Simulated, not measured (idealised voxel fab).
The process module that follows is named voxel trench capacitor.
In the cross-section labelled cut, the width is 140 nm and each square cell is 5 nm.
For the purposes of this document, a cross-section shall be understood as a grid of square cells, specified as bands listed in top-to-bottom order, each band consisting of one or more rows of cells. What a band's entry tells you: where the top is and where the bottom is, as heights in nm, and after that what lies inside, material by material from left to right, each with its width in nm. Empty space is written as the word "empty", and a single material marked with the word "all across" occupies the band from edge to edge. The reference from which all heights are counted is 0, the level beneath which the as-received wafer is entirely one material; the lowest band, having no lower bound, proceeds downward and is written after the example "top 0, no bottom". Width spec "30 to 40" -> top row of cells at first value, bottom row at second value, equal per-row change in between. Reading "stayed the same" for a step: not a cell of the cross-section changed in it. You'll see "Fully closed voids" listing empty spaces that have no way open to the top, as long as they're 8 cells or more; the notation is width x height at distance, where the distance is from the left edge, and all of it is in nm. If you see something after the settings on a step's line, that's the simulator's own remark about that step. overlay nm: mask offset rightward from planned place, masked step; negative means leftward offset.
LIST OF PLANNED PROCESS STEPS
1: RECEIVE, material Si
2: CONFORMAL_DEP, material SiN, thk nm 10
3: DIRECTIONAL_DEP, material aC, thk nm 10
4: PATTERN, tone open, mask id TRENCH, material resist, width nm 15, pitch nm 35, thk nm 25, overlay nm 0
5: DIRECTIONAL_ETCH, etch materials aC, depth nm 10
6: STRIP, etch materials resist
7: DIRECTIONAL_ETCH, etch materials SiN, depth nm 10
8: DIRECTIONAL_ETCH, etch materials Si, depth nm 25
9: STRIP, etch materials aC
10: CONFORMAL_DEP, material SiO2, thk nm 5
11: FILL_DEP, material polySi, thk nm 10
12: CMP, height nm 10
CROSS-SECTION OF THE INCOMING WAFER, STATE AFTER STEP 1
  top 0, no bottom | Si all across
  Fully closed voids: none
FIRST OF TWO WAFERS, END-OF-MODULE SECTION, RUN FOLLOWED PLAN
  top 10, bottom 0 | 25 nm SiN  5 nm SiO2  5 nm polySi  5 nm SiO2  20 nm SiN  5 nm SiO2  5 nm polySi  5 nm SiO2  20 nm SiN  5 nm SiO2  5 nm polySi  5 nm SiO2  30 nm SiN
  top 0, bottom -20 | 25 nm Si  5 nm SiO2  5 nm polySi  5 nm SiO2  20 nm Si  5 nm SiO2  5 nm polySi  5 nm SiO2  20 nm Si  5 nm SiO2  5 nm polySi  5 nm SiO2  30 nm Si
  top -20, bottom -25 | 25 nm Si  15 nm SiO2  20 nm Si  15 nm SiO2  20 nm Si  15 nm SiO2  30 nm Si
  top -25, no bottom | Si all across
  Fully closed voids: none
END-OF-MODULE CROSS-SECTION OF THE SECOND WAFER: IDENTICAL STARTING POINT AND PROCESS PLAN TO THE FIRST, WITH ONE PROCESSING MISTAKE
  top 10, bottom 0 | 25 nm SiN  5 nm SiO2  5 nm polySi  5 nm SiO2  20 nm SiN  5 nm SiO2  5 nm polySi  5 nm SiO2  20 nm SiN  5 nm SiO2  5 nm polySi  5 nm SiO2  30 nm SiN
  top 0, bottom -15 | 25 nm Si  5 nm SiO2  5 nm polySi  5 nm SiO2  20 nm Si  5 nm SiO2  5 nm polySi  5 nm SiO2  20 nm Si  5 nm SiO2  5 nm polySi  5 nm SiO2  30 nm Si
  top -15, bottom -20 | 25 nm Si  15 nm SiO2  20 nm Si  15 nm SiO2  20 nm Si  15 nm SiO2  30 nm Si
  top -20, no bottom | Si all across
  Fully closed voids: none
So what did we get wrong on this run? planned and actual differ for step 8; actual: DIRECTIONAL_ETCH, etch materials Si, depth nm 20
End check, counted in cells, second wafer has more or fewer of these materials than the first: Si +9 | SiO2 -6 | polySi -3
